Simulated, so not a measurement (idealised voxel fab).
Module name: voxel lift off (process module)
Square cells of 5 nm make up the cross-section cut, whose width is 300 nm.
A cross-section is written here as square cells arranged in a grid, and it is given in bands from the top down, each band taking up one or more rows of cells. The entry gives the band's vertical extent as a top height and a bottom height in nm, then its horizontal make-up as materials from left to right, each with a width in nm. "air" stands for empty space; a single material marked "throughout" fills the band edge to edge. Height 0 is the level under which the wafer as received is all one material. The lowest band goes on downwards, as in "0 nm and below". The width entry "30->40" should be interpreted row by row: the top row of cells in the band takes the first number, the bottom row takes the second number, and the change between adjacent rows is uniform throughout. Take "no modification" at face value: in the step it is given for, the cross-section changed in none of its cells. "Sealed internal cavities": empty spaces of 8 cells or more with no open way to the top, each given as width x height at distance, distance from the left edge, all in nm. Anything after a step's settings on that line? It's the simulator's own note about the step. You can add "overlay nm" to a step's line. For a step with a mask, it describes how far the mask lay to the right of its planned position, and a negative number describes a lay to the left.

PROCESS STEPS (PLANNED)
1: RECEIVE,material Si
2: CONFORMAL_DEP,material SiN,thk nm 15
3: PATTERN,tone open,mask id LINES,material resist,width nm 30,pitch nm 60,thk nm 20,overlay nm 0
4: DIRECTIONAL_DEP,material Ru,thk nm 10
5: STRIP,etch materials resist
6: CONFORMAL_DEP,material SiCN,thk nm 10

SHOWN IN CROSS-SECTION IS THE WAFER AS RECEIVED, THAT IS, AS IT STANDS AFTER STEP 1
> 0 nm and below: Si throughout
> Sealed internal cavities: none

HERE'S THE CROSS-SECTION OF THE FIRST OF OUR TWO WAFERS AT THE END OF THE MODULE - IT RAN AS PLANNED
> 35 nm to 25 nm: 65 nm air | 50 nm SiCN | 10 nm air | 50 nm SiCN | 10 nm air | 50 nm SiCN | 65 nm air
> 25 nm to 15 nm: 75 nm SiCN | 30 nm Ru | 30 nm SiCN | 30 nm Ru | 30 nm SiCN | 30 nm Ru | 75 nm SiCN
> 15 nm to 0 nm: SiN throughout
> 0 nm and below: Si throughout
> Sealed internal cavities: none

END-OF-MODULE CROSS-SECTION OF THE SECOND WAFER: IDENTICAL STARTING POINT AND PROCESS PLAN TO THE FIRST, WITH ONE PROCESSING MISTAKE
> 35 nm to 25 nm: 65 nm air | 50 nm SiCN | 10 nm air | 50 nm SiCN | 10 nm air | 50 nm SiCN | 65 nm air
> 25 nm to 15 nm: SiCN throughout
> 15 nm to 0 nm: SiN throughout
> 0 nm and below: Si throughout
> Sealed internal cavities: none
Misprocessing identified: step 4 deviated from plan and actually ran as DIRECTIONAL_DEP,material SiCN,thk nm 10
Bottom line after processing is that, in cells, the second wafer is up or down on some materials versus the first: -36 Ru | +36 SiCN
